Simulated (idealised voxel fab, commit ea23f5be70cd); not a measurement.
Module name: voxel transistor to metal (process module)
Square cells of 5 nm make up the cross-section cut, whose width is 185 nm.
A cross-section is a grid of square cells, given in bands from the top down. A band is one or more rows of cells. A band entry consists of two parts. The first gives the height of the band's top and the height of its bottom, in nm. The rest lists the band's materials from left to right, each with its width in nm. A single material labelled with the word "throughout" fills the band from edge to edge, and the word "blank" marks empty space. Below 0: as-received wafer, all one material; heights counted from there. Lowest band: no bottom, goes on down, written "0 nm and below". The expression "30 to 40" gives the width at the extremes of the band, the first number at its top row of cells and the second at its bottom row, with the width changing by equal amounts from each row to the next in between. Step marked "no modifications"? Then no cell in the cross-section changed in it. Listed in "Enclosed cavities": every empty space of 8 or more cells without an open way to the top. Form: width x height at distance, the distance being from the left edge, all in nm. On each step's line, the part that comes after the settings is the simulator's own comment on the step. The line of a step may include "overlay nm". On a step with a mask, this value is how far to the right of its planned place the mask lay. A negative value means the mask lay to the left.

### Steps in the process plan
| 1 | RECEIVE,material Si |
| 2 | CONFORMAL_DEP,material SiO2,thk nm 5 |
| 3 | CONFORMAL_DEP,material SiN,thk nm 10 |
| 4 | MASKED_ETCH,tone cover,mask id ACTIVE,width nm 100,etch materials SiN,depth nm 10,overlay nm 0 |
| 5 | MASKED_ETCH,tone cover,mask id ACTIVE,width nm 100,etch materials SiO2,depth nm 5,overlay nm 0 |
| 6 | MASKED_ETCH,tone cover,mask id ACTIVE,width nm 100,etch materials Si,depth nm 30,overlay nm 0 |
| 7 | FILL_DEP,material SiO2,thk nm 15 |
| 8 | CMP,height nm 15 |
| 9 | SELECTIVE_ETCH,etch materials SiO2,depth nm 5 |
| 10 | STRIP,etch materials SiN |
| 11 | SELECTIVE_ETCH,etch materials SiO2,depth nm 5 |
| 12 | OXIDIZE,depth nm 5 |
| 13 | DIRECTIONAL_DEP,material polySi,thk nm 30 |
| 14 | DIRECTIONAL_DEP,material SiCN,thk nm 15 |
| 15 | MASKED_ETCH,tone cover,mask id GATE,width nm 20,etch materials SiCN,depth nm 25,overlay nm 0 |
| 16 | MASKED_ETCH,tone cover,mask id GATE,width nm 20,etch materials polySi,depth nm 40,overlay nm 0 |
| 17 | CONFORMAL_DEP,material SiN,thk nm 10 |
| 18 | DIRECTIONAL_ETCH,etch materials SiN,depth nm 10 |
| 19 | DIRECTIONAL_ETCH,etch materials SiO2,depth nm 5 |
| 20 | DIRECTIONAL_ETCH,etch materials Si,depth nm 5 |
| 21 | EPI,material SiGe,thk nm 5 |
| 22 | FILL_DEP,material SiO2,thk nm 10 |
| 23 | CMP,height nm 45 |
| 24 | DIRECTIONAL_DEP,material SiO2,thk nm 10 |
| 25 | MASKED_ETCH,tone open,mask id CONTACT,width nm 20,pitch nm 70,etch materials SiO2,depth nm 60,overlay nm 0 |
| 26 | CONFORMAL_DEP,material TiN,thk nm 5 |
| 27 | FILL_DEP,material Ru,thk nm 10 |
| 28 | CMP,height nm 55 |
| 29 | CONFORMAL_DEP,material SiN,thk nm 5 |
| 30 | DIRECTIONAL_DEP,material SiO2,thk nm 15 |
| 31 | PATTERN,tone open,mask id METAL_1,material resist,width nm 20,pitch nm 70,thk nm 15,overlay nm 0 |
| 32 | DIRECTIONAL_ETCH,etch materials SiO2,depth nm 15 |
| 33 | DIRECTIONAL_ETCH,etch materials SiN,depth nm 5 |
| 34 | STRIP,etch materials resist |
| 35 | CONFORMAL_DEP,material TiN,thk nm 5 |
| 36 | FILL_DEP,material Cu,thk nm 10 |
| 37 | CMP,height nm 75 |
| 38 | CONFORMAL_DEP,material SiCN,thk nm 5 |
| 39 | DIRECTIONAL_DEP,material lowk,thk nm 30 |
| 40 | MASKED_ETCH,tone open,mask id METAL_2_HOLES,width nm 15,pitch nm 70,etch materials lowk,depth nm 30,overlay nm 0 |
| 41 | MASKED_ETCH,tone open,mask id METAL_2,width nm 20,pitch nm 70,etch materials lowk,depth nm 15,overlay nm 0 |
| 42 | MASKED_ETCH,tone open,mask id METAL_2,width nm 15,pitch nm 70,etch materials SiCN,depth nm 5,overlay nm 0 |
| 43 | CONFORMAL_DEP,material TiN,thk nm 5 |
| 44 | FILL_DEP,material Cu,thk nm 5 |
| 45 | CMP,height nm 110 |
| 46 | CONFORMAL_DEP,material SiN,thk nm 5 |
Split variable: width nm, step 42. Plan value = first wafer. Wafers start alike.

### Cross-section of the first incoming wafer of several, state after step 1
	0 nm and below | Si throughout
	Enclosed cavities: none

### The first of several wafers, seen in cross-section after the module's last step, step 46
	115 nm to 110 nm | SiN throughout
	110 nm to 100 nm | 45 nm lowk, 5 nm TiN, 10 nm Cu, 5 nm TiN, 50 nm lowk, 5 nm TiN, 10 nm Cu, 5 nm TiN, 50 nm lowk
	100 nm to 95 nm | 45 nm lowk, 5 nm TiN, 5 nm Cu, 10 nm TiN, 50 nm lowk, 5 nm TiN, 5 nm Cu, 10 nm TiN, 50 nm lowk
	95 nm to 85 nm | 45 nm lowk, 5 nm TiN, 5 nm Cu, 5 nm TiN, 55 nm lowk, 5 nm TiN, 5 nm Cu, 5 nm TiN, 55 nm lowk
	85 nm to 80 nm | 45 nm lowk, 15 nm TiN, 55 nm lowk, 15 nm TiN, 55 nm lowk
	80 nm to 75 nm | 50 nm SiCN, 10 nm TiN, 60 nm SiCN, 10 nm TiN, 55 nm SiCN
	75 nm to 60 nm | 45 nm SiO2, 5 nm TiN, 10 nm Cu, 5 nm TiN, 50 nm SiO2, 5 nm TiN, 10 nm Cu, 5 nm TiN, 50 nm SiO2
	60 nm to 55 nm | 45 nm SiN, 20 nm TiN, 50 nm SiN, 20 nm TiN, 50 nm SiN
	55 nm to 45 nm | 45 nm SiO2, 5 nm TiN, 10 nm Ru, 5 nm TiN, 50 nm SiO2, 5 nm TiN, 10 nm Ru, 5 nm TiN, 50 nm SiO2
	45 nm to 30 nm | 45 nm SiO2, 5 nm TiN, 10 nm Ru, 5 nm TiN, 5 nm SiO2, 10 nm SiN, 20 nm SiCN, 10 nm SiN, 5 nm SiO2, 5 nm TiN, 10 nm Ru, 5 nm TiN, 50 nm SiO2
	30 nm to 5 nm | 45 nm SiO2, 5 nm TiN, 10 nm Ru, 5 nm TiN, 5 nm SiO2, 10 nm SiN, 20 nm polySi, 10 nm SiN, 5 nm SiO2, 5 nm TiN, 10 nm Ru, 5 nm TiN, 50 nm SiO2
	5 nm to 0 nm | 35 nm SiO2, 10 nm SiN, 10 nm TiN, 5 nm Ru, 5 nm TiN, 5 nm SiO2, 10 nm SiN, 20 nm polySi, 10 nm SiN, 5 nm SiO2, 5 nm TiN, 5 nm Ru, 10 nm TiN, 10 nm SiN, 40 nm SiO2
	0 nm to -5 nm | 45 nm SiO2, 5 nm SiGe, 15 nm TiN, 5 nm SiGe, 40 nm SiO2, 5 nm SiGe, 15 nm TiN, 5 nm SiGe, 50 nm SiO2
	-5 nm to -10 nm | 40 nm SiO2, 5 nm Si, 25 nm SiGe, 40 nm Si, 25 nm SiGe, 5 nm Si, 45 nm SiO2
	-10 nm to -30 nm | 40 nm SiO2, 100 nm Si, 45 nm SiO2
	-30 nm and below | Si throughout
	Enclosed cavities: none

### Last wafer of the set, cross-sectioned at end of module
	115 nm to 110 nm | SiN throughout
	110 nm to 100 nm | 45 nm lowk, 5 nm TiN, 10 nm Cu, 5 nm TiN, 50 nm lowk, 5 nm TiN, 10 nm Cu, 5 nm TiN, 50 nm lowk
	100 nm to 95 nm | 45 nm lowk, 5 nm TiN, 5 nm Cu, 10 nm TiN, 50 nm lowk, 5 nm TiN, 5 nm Cu, 10 nm TiN, 50 nm lowk
	95 nm to 80 nm | 45 nm lowk, 5 nm TiN, 5 nm Cu, 5 nm TiN, 55 nm lowk, 5 nm TiN, 5 nm Cu, 5 nm TiN, 55 nm lowk
	80 nm to 75 nm | 45 nm SiCN, 15 nm TiN, 55 nm SiCN, 15 nm TiN, 55 nm SiCN
	75 nm to 60 nm | 45 nm SiO2, 5 nm TiN, 10 nm Cu, 5 nm TiN, 50 nm SiO2, 5 nm TiN, 10 nm Cu, 5 nm TiN, 50 nm SiO2
	60 nm to 55 nm | 45 nm SiN, 20 nm TiN, 50 nm SiN, 20 nm TiN, 50 nm SiN
	55 nm to 45 nm | 45 nm SiO2, 5 nm TiN, 10 nm Ru, 5 nm TiN, 50 nm SiO2, 5 nm TiN, 10 nm Ru, 5 nm TiN, 50 nm SiO2
	45 nm to 30 nm | 45 nm SiO2, 5 nm TiN, 10 nm Ru, 5 nm TiN, 5 nm SiO2, 10 nm SiN, 20 nm SiCN, 10 nm SiN, 5 nm SiO2, 5 nm TiN, 10 nm Ru, 5 nm TiN, 50 nm SiO2
	30 nm to 5 nm | 45 nm SiO2, 5 nm TiN, 10 nm Ru, 5 nm TiN, 5 nm SiO2, 10 nm SiN, 20 nm polySi, 10 nm SiN, 5 nm SiO2, 5 nm TiN, 10 nm Ru, 5 nm TiN, 50 nm SiO2
	5 nm to 0 nm | 35 nm SiO2, 10 nm SiN, 10 nm TiN, 5 nm Ru, 5 nm TiN, 5 nm SiO2, 10 nm SiN, 20 nm polySi, 10 nm SiN, 5 nm SiO2, 5 nm TiN, 5 nm Ru, 10 nm TiN, 10 nm SiN, 40 nm SiO2
	0 nm to -5 nm | 45 nm SiO2, 5 nm SiGe, 15 nm TiN, 5 nm SiGe, 40 nm SiO2, 5 nm SiGe, 15 nm TiN, 5 nm SiGe, 50 nm SiO2
	-5 nm to -10 nm | 40 nm SiO2, 5 nm Si, 25 nm SiGe, 40 nm Si, 25 nm SiGe, 5 nm Si, 45 nm SiO2
	-10 nm to -30 nm | 40 nm SiO2, 100 nm Si, 45 nm SiO2
	-30 nm and below | Si throughout
	Enclosed cavities: none

### Table: wafers, a row each; end-of-module cell change per material since receipt, gain (+), loss (-); then closed voids
width nm 15; +26 Cu; +42 Ru; -132 Si; +45 SiCN; +14 SiGe; +106 SiN; +442 SiO2; +104 TiN; +180 lowk; +24 polySi; Enclosed cavities: none
width nm 20; +28 Cu; +42 Ru; -132 Si; +43 SiCN; +14 SiGe; +106 SiN; +442 SiO2; +104 TiN; +180 lowk; +24 polySi; Enclosed cavities: none
width nm 25; +28 Cu; +42 Ru; -132 Si; +43 SiCN; +14 SiGe; +106 SiN; +442 SiO2; +104 TiN; +180 lowk; +24 polySi; Enclosed cavities: none
width nm 30; +28 Cu; +42 Ru; -132 Si; +43 SiCN; +14 SiGe; +106 SiN; +442 SiO2; +104 TiN; +180 lowk; +24 polySi; Enclosed cavities: none
width nm 35; +28 Cu; +42 Ru; -132 Si; +43 SiCN; +14 SiGe; +106 SiN; +442 SiO2; +104 TiN; +180 lowk; +24 polySi; Enclosed cavities: none
